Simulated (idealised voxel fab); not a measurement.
Process module heading - voxel capacitor over wiring
Each square cell in cross-section cut measures 5 nm, and the section as a whole is 225 nm wide.
Cross-section format: a grid of square cells, given as bands from top to bottom; each band is one or more rows of cells. Look at the band entry: it leads with the top's height and the bottom's height in nm. Then it lists the materials left to right, with a width in nm for each. The word "edge to edge" on a single material says that material fills the band edge to edge. The word "empty" is empty space. Height reference: 0 = level under which incoming wafer is all one material. Lowest band: no bottom, runs on downward, e.g. "0 down". The notation "30..40" denotes a width that varies across the rows of cells in the band, beginning at the first number in the top row, finishing at the second number in the bottom row, and changing by an identical amount from each row to the next. Where the words "all unchanged" appear for a step, the cross-section shows no cell changed by that step; every cell remained as before. What "Closed cavity list" gives you is every empty space of 8 cells or more that is cut off from the top. Each appears as width x height at distance, with the distance taken from the left edge and width, height and distance all in nm. Text after the settings on a step's line: the simulator's own remark on that step. "overlay nm" answers the question of how far to the right of plan the mask lay on a step that has a mask, and when it is negative the answer is to the left.
Plan
1: RECEIVE: material Si
2: CONFORMAL_DEP: material SiO2, thk nm 10
3: DIRECTIONAL_DEP: material TiN, thk nm 5
4: DIRECTIONAL_DEP: material Ru, thk nm 20
5: PATTERN: tone cover, mask id METAL_1, material resist, width nm 25, pitch nm 85, thk nm 15, overlay nm 0
6: DIRECTIONAL_ETCH: etch materials Ru, depth nm 20
7: DIRECTIONAL_ETCH: etch materials TiN, depth nm 5
8: STRIP: etch materials resist
9: CONFORMAL_DEP: material SiN, thk nm 5
10: FILL_DEP: material SiO2, thk nm 5
11: CMP: height nm 35
12: CONFORMAL_DEP: material SiCN, thk nm 5
13: DIRECTIONAL_DEP: material lowk, thk nm 20
14: DIRECTIONAL_DEP: material aC, thk nm 15
15: PATTERN: tone open, mask id PLUG_1, material resist, width nm 15, thk nm 30, overlay nm 0
16: DIRECTIONAL_ETCH: etch materials aC, depth nm 15
17: STRIP: etch materials resist
18: DIRECTIONAL_ETCH: etch materials lowk, depth nm 20
19: DIRECTIONAL_ETCH: etch materials SiCN, depth nm 5
20: STRIP: etch materials aC
21: CONFORMAL_DEP: material TiN, thk nm 5
22: FILL_DEP: material W, thk nm 5
23: CMP: height nm 60
24: DIRECTIONAL_DEP: material TiN, thk nm 10
25: DIRECTIONAL_DEP: material SiN, thk nm 5
26: DIRECTIONAL_DEP: material TiN, thk nm 10
27: MASKED_ETCH: tone cover, mask id UPPER_PLATE, width nm 65, etch materials TiN, depth nm 10, overlay nm 0
28: MASKED_ETCH: tone cover, mask id UPPER_PLATE, width nm 65, etch materials SiN, depth nm 5, overlay nm 0
29: DIRECTIONAL_DEP: material aC, thk nm 15
30: PATTERN: tone cover, mask id LOWER_PLATE, material resist, width nm 75, thk nm 30, overlay nm 0
31: DIRECTIONAL_ETCH: etch materials aC, depth nm 15
32: STRIP: etch materials resist
33: DIRECTIONAL_ETCH: etch materials TiN, depth nm 10
34: STRIP: etch materials aC
35: FILL_DEP: material SiO2, thk nm 15
36: CMP: height nm 95
37: PATTERN: tone open, mask id PLUG_2, material resist, width nm 15, thk nm 15, overlay nm 0
38: DIRECTIONAL_ETCH: etch materials SiO2, depth nm 10
39: STRIP: etch materials resist
40: CONFORMAL_DEP: material TiN, thk nm 5
41: FILL_DEP: material Cu, thk nm 10
42: CMP: height nm 95
43: CONFORMAL_DEP: material SiCN, thk nm 5
The cross-section here shows the wafer as received, i.e. in its state after step 1
- 0 down | Si edge to edge
- Closed cavity list: none
Here's the cross-section of the first of our two wafers at the end of the module - it ran as planned
- 100 to 95 | SiCN edge to edge
- 95 to 90 | SiO2 (75)  TiN (5)  Cu (5)  TiN (5)  SiO2 (135)
- 90 to 85 | SiO2 (75)  TiN (15)  SiO2 (135)
- 85 to 75 | SiO2 (65)  TiN (65)  SiO2 (95)
- 75 to 70 | SiO2 (65)  SiN (65)  SiO2 (95)
- 70 to 60 | SiO2 (60)  TiN (75)  SiO2 (90)
- 60 to 40 | lowk (65)  TiN (5)  W (5)  TiN (5)  lowk (145)
- 40 to 35 | SiCN (65)  TiN (15)  SiCN (145)
- 35 to 15 | SiO2 (50)  SiN (5)  Ru (25)  SiN (5)  SiO2 (50)  SiN (5)  Ru (25)  SiN (5)  SiO2 (55)
- 15 to 10 | SiN (55)  TiN (25)  SiN (60)  TiN (25)  SiN (60)
- 10 to 0 | SiO2 edge to edge
- 0 down | Si edge to edge
- Closed cavity list: none
Second wafer of the two, sectioned at the end of the module. It began like the first and followed the same plan, but one mistake was made while running it
- 100 to 95 | SiCN edge to edge
- 95 to 90 | SiO2 (75)  TiN (5)  Cu (5)  TiN (5)  SiO2 (135)
- 90 to 85 | SiO2 (75)  TiN (15)  SiO2 (135)
- 85 to 75 | SiO2 (65)  TiN (65)  SiO2 (95)
- 75 to 70 | SiO2 (65)  SiN (65)  SiO2 (95)
- 70 to 60 | SiO2 (65)  TiN (70)  SiO2 (90)
- 60 to 40 | lowk (65)  TiN (5)  W (5)  TiN (5)  lowk (145)
- 40 to 35 | SiCN (65)  TiN (15)  SiCN (145)
- 35 to 15 | SiO2 (50)  SiN (5)  Ru (25)  SiN (5)  SiO2 (50)  SiN (5)  Ru (25)  SiN (5)  SiO2 (55)
- 15 to 10 | SiN (55)  TiN (25)  SiN (60)  TiN (25)  SiN (60)
- 10 to 0 | SiO2 edge to edge
- 0 down | Si edge to edge
- Closed cavity list: none
Processing error: planned and actual differ for step 30; actual: PATTERN: tone cover, mask id LOWER_PLATE, material resist, width nm 70, thk nm 30, overlay nm 0
Final wafer comparison in cells, second versus first, more or fewer per material: SiO2: 2 more, TiN: 2 fewer
